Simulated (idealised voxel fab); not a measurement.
The following process module bears the name voxel self aligned contacts.
For reference, the cross-section in this document is cut, with width 200 nm and square cells of 5 nm.
For the purposes of this document, a cross-section shall be understood as a grid of square cells, specified as bands listed in top-to-bottom order, each band consisting of one or more rows of cells. Band entry format. Leading values: height of top, height of bottom, nm. Remainder: materials in left-to-right order, each with its width in nm. Special words: "throughout" on a single material, which then fills the band edge to edge; "empty", empty space. Measure heights from 0. That's the level where, below it, the as-received wafer is all one material. The lowest band is bottomless and extends downward; write it as in "z 0 and below". A width given as "30..40" starts at the first number in the band's top row and ends at the second number in its bottom row, shifting by an equal amount at every step from row to row. When a step is marked "nothing got changed", none of the cells in the cross-section changed during that step. "Unvented voids" specifies each empty space that is not open to the top and that occupies no fewer than 8 cells, using the form width x height at distance, the distance measured from the left edge and all three quantities in nm. Text after the settings on a step's line: the simulator's own remark on that step. The line of a step may include "overlay nm". On a step with a mask, this value is how far to the right of its planned place the mask lay. A negative value means the mask lay to the left.
[plan]
1: RECEIVE,material Si
2: OXIDIZE,depth nm 5
3: DIRECTIONAL_DEP,material polySi,thk nm 30
4: DIRECTIONAL_DEP,material SiN,thk nm 15
5: MASKED_ETCH,tone cover,mask id GATE,width nm 35,pitch nm 60,etch materials SiN,depth nm 15,overlay nm 0
6: MASKED_ETCH,tone cover,mask id GATE,width nm 35,pitch nm 60,etch materials polySi,depth nm 30,overlay nm 0
7: CONFORMAL_DEP,material SiN,thk nm 5
8: DIRECTIONAL_ETCH,etch materials SiN,depth nm 5
9: FILL_DEP,material SiO2,thk nm 20
10: CMP,height nm 55
11: MASKED_ETCH,tone open,mask id CONTACT,width nm 35,pitch nm 60,etch materials SiO2,depth nm 60,overlay nm 0
12: CONFORMAL_DEP,material TiN,thk nm 5
13: FILL_DEP,material W,thk nm 10
14: CMP,height nm 55
15: CONFORMAL_DEP,material SiN,thk nm 5
[Incoming wafer, cross-sectional view, post step 1]
z 0 and below | Si throughout
Unvented voids: none
[Module complete - cross-section of the first of two wafers, run according to plan]
z 60 to 55 | SiN throughout
z 55 to 45 | 50 nm SiO2 | 5..15 nm TiN | 25..5 nm W | 5..15 nm TiN | 25 nm SiO2 | 5..15 nm TiN | 25..5 nm W | 5..15 nm TiN | 55 nm SiO2
z 45 to 30 | 15 nm SiO2 | 45 nm SiN | 5 nm TiN | 5 nm W | 5 nm TiN | 45 nm SiN | 5 nm TiN | 5 nm W | 5 nm TiN | 45 nm SiN | 20 nm SiO2
z 30 to 0 | 15 nm SiO2 | 5 nm SiN | 35 nm polySi | 5 nm SiN | 5 nm TiN | 5 nm W | 5 nm TiN | 5 nm SiN | 35 nm polySi | 5 nm SiN | 5 nm TiN | 5 nm W | 5 nm TiN | 5 nm SiN | 35 nm polySi | 5 nm SiN | 20 nm SiO2
z 0 to -5 | 60 nm SiO2 | 15 nm TiN | 45 nm SiO2 | 15 nm TiN | 65 nm SiO2
z -5 and below | Si throughout
Unvented voids: none
[Cross-section, wafer two of two, end of module: same start and plan as wafer one, one error in execution]
z 60 to 55 | SiN throughout
z 55 to 45 | 50 nm SiO2 | 5..25 nm TiN | 25..5 nm W | 5 nm TiN | 25 nm SiO2 | 5..25 nm TiN | 25..5 nm W | 5 nm TiN | 55 nm SiO2
z 45 to 35 | 25 nm SiO2 | 45 nm SiN | 5 nm TiN | 5 nm W | 5 nm TiN | 45 nm SiN | 5 nm TiN | 5 nm W | 5 nm TiN | 45 nm SiN | 10 nm SiO2
z 35 to 30 | 25 nm SiO2 | 45 nm SiN | 15 nm TiN | 45 nm SiN | 15 nm TiN | 45 nm SiN | 10 nm SiO2
z 30 to 0 | 15 nm SiO2 | 5 nm SiN | 45 nm polySi | 5 nm SiN | 5 nm TiN | 5 nm SiN | 45 nm polySi | 5 nm SiN | 5 nm TiN | 5 nm SiN | 45 nm polySi | 5 nm SiN | 10 nm SiO2
z 0 to -5 | 70 nm SiO2 | 5 nm TiN | 55 nm SiO2 | 5 nm TiN | 65 nm SiO2
z -5 and below | Si throughout
Unvented voids: none
Where did the run depart from the plan? step 5 did not happen as planned, as run it was MASKED_ETCH,tone cover,mask id GATE,width nm 35,pitch nm 60,etch materials SiN,depth nm 15,overlay nm 10
Looking at both finished wafers in cells, the second ends up ahead of or behind the first on some materials: 8 fewer of SiO2, 14 fewer of TiN, 14 fewer of W, 36 more of polySi
